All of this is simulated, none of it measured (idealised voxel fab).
Process module name: voxel trench capacitor
We display cut, a cross-section 205 nm in width whose square cells are each 5 nm.
A cross-section in this document is a grid of square cells, and it is written down as bands, the top band listed before the ones below it; a band is made up of one or more rows of cells.
Basically the band line says how high the top is and how high the bottom is, in nm, and then what's in it from left to right, every material with its width in nm. Empty space shows up as "blank", and if a single material carries "throughout" it runs the full band edge to edge.
We count height from 0. Below that, the starting wafer is all one material. The lowest band never ends at the bottom but goes on down; see "z 0 and below" for how that is written.
The two numbers in a width such as "30..40" mark its ends across the band: the first belongs to the top row of cells, the second to the bottom row, and from each row to the next the width moves by the same amount.
Where a step carries "everything unchanged", the cross-section came out of it unchanged, cell for cell.
"Closed void table": sealed empty spaces, 8 cells or more, no open way to top, listed width x height at distance, with distance from the left edge and width, height and distance in nm.
If you see something after the settings on a step's line, that's the simulator's own remark about that step.
A step line may carry the setting "overlay nm", which, for steps involving a mask, states the distance by which the mask lay to the right of its intended position; negative values denote displacement to the left.
Planned process steps
- 1: RECEIVE, material Si
- 2: CONFORMAL_DEP, material SiN, thk nm 10
- 3: DIRECTIONAL_DEP, material aC, thk nm 15
- 4: PATTERN, tone open, mask id TRENCH, material resist, width nm 25, pitch nm 45, thk nm 35, overlay nm 0
- 5: DIRECTIONAL_ETCH, etch materials aC, depth nm 15
- 6: STRIP, etch materials resist
- 7: DIRECTIONAL_ETCH, etch materials SiN, depth nm 5
- 8: DIRECTIONAL_ETCH, etch materials Si, depth nm 40
- 9: STRIP, etch materials aC
- 10: CONFORMAL_DEP, material HfO2, thk nm 5
- 11: CONFORMAL_DEP, material TiN, thk nm 5
- 12: FILL_DEP, material W, thk nm 5
- 13: CMP, height nm 10
The wafers in this document start out alike and differ in the depth nm applied at step 7; the plan shows the value used for the first wafer.
The first of several wafers in cross-section, exactly as it reached us after step 1
  z 0 and below | Si throughout
  Closed void table: none
Quick key for the table: a row per wafer, taken at the end of the module. For each material it tells you how many cells the wafer gained (+) or lost (-) since it came in, and the closed voids come after
depth nm 5, +10 HfO2, +72 SiN, Closed void table: none
depth nm 10, +46 HfO2, -80 Si, +62 SiN, +38 TiN, +16 W, Closed void table: none
depth nm 15, +46 HfO2, -80 Si, +62 SiN, +38 TiN, +16 W, Closed void table: none
depth nm 20, +46 HfO2, -80 Si, +62 SiN, +38 TiN, +16 W, Closed void table: none
depth nm 25, +46 HfO2, -80 Si, +62 SiN, +38 TiN, +16 W, Closed void table: none
